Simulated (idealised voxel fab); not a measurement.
process module | voxel plated lines
The width of the displayed cross-section, cut, is 180 nm; its cells are square, with a size of 5 nm.
How to read a cross-section here: the picture is a grid of square cells, written as bands going from the top down, and any band can span one or more rows of cells.
For a band, the entry starts with two heights in nm, that of the top and then that of the bottom, and carries on with the band's materials in order from left to right, each alongside its width in nm; the word "everywhere" beside a single material means it fills the band edge to edge, and "blank" means empty space.
All heights in this document are referenced to 0, defined as the level beneath which the wafer, as received, consists entirely of one material. The lowest band is not bounded below; it extends indefinitely downward and is written in the form "0 nm and below".
Read "30 to 40" as a graded width: first number on top, second number at the bottom, same change between each pair of neighbouring rows.
Step note "no change occurred" = no cross-section cell changed.
"Sealed internal cavities" enumerates empty spaces isolated from the top, with no open way to it, that contain at least 8 cells, giving each as width x height at distance from the left edge, all three in nm.
Post-settings text on a step line: simulator's own remark regarding the step.
The setting "overlay nm" may be written on the line of a step. When the step uses a mask, the value reports how far to the right of the planned place the mask lay, and a negative value reports that it lay to the left.

### Process steps (planned)
1,RECEIVE with material Si
2,CONFORMAL_DEP with material Al2O3, thk nm 5
3,DIRECTIONAL_DEP with material TiN, thk nm 5
4,PATTERN with tone open, mask id LINES, material resist, width nm 15, pitch nm 35, thk nm 40, overlay nm 0
5,EPI with material Ru, thk nm 10
6,EPI with material Ru, thk nm 5
7,EPI with material Ru, thk nm 5
8,STRIP with etch materials resist
9,DIRECTIONAL_ETCH with etch materials TiN, depth nm 5
10,CONFORMAL_DEP with material SiCN, thk nm 10

### Shown in cross-section is the wafer as received, that is, as it stands after step 1
	0 nm and below = Si everywhere
	Sealed internal cavities: none

### Post-module cross-section: identical start and plan to those above, one misstep in execution
	40 nm to 30 nm = SiCN everywhere
	30 nm to 10 nm = Ru everywhere
	10 nm to 5 nm = TiN everywhere
	5 nm to 0 nm = Al2O3 everywhere
	0 nm and below = Si everywhere
	Sealed internal cavities: none
what went wrong: step 4 of the plan got skipped, so it never ran
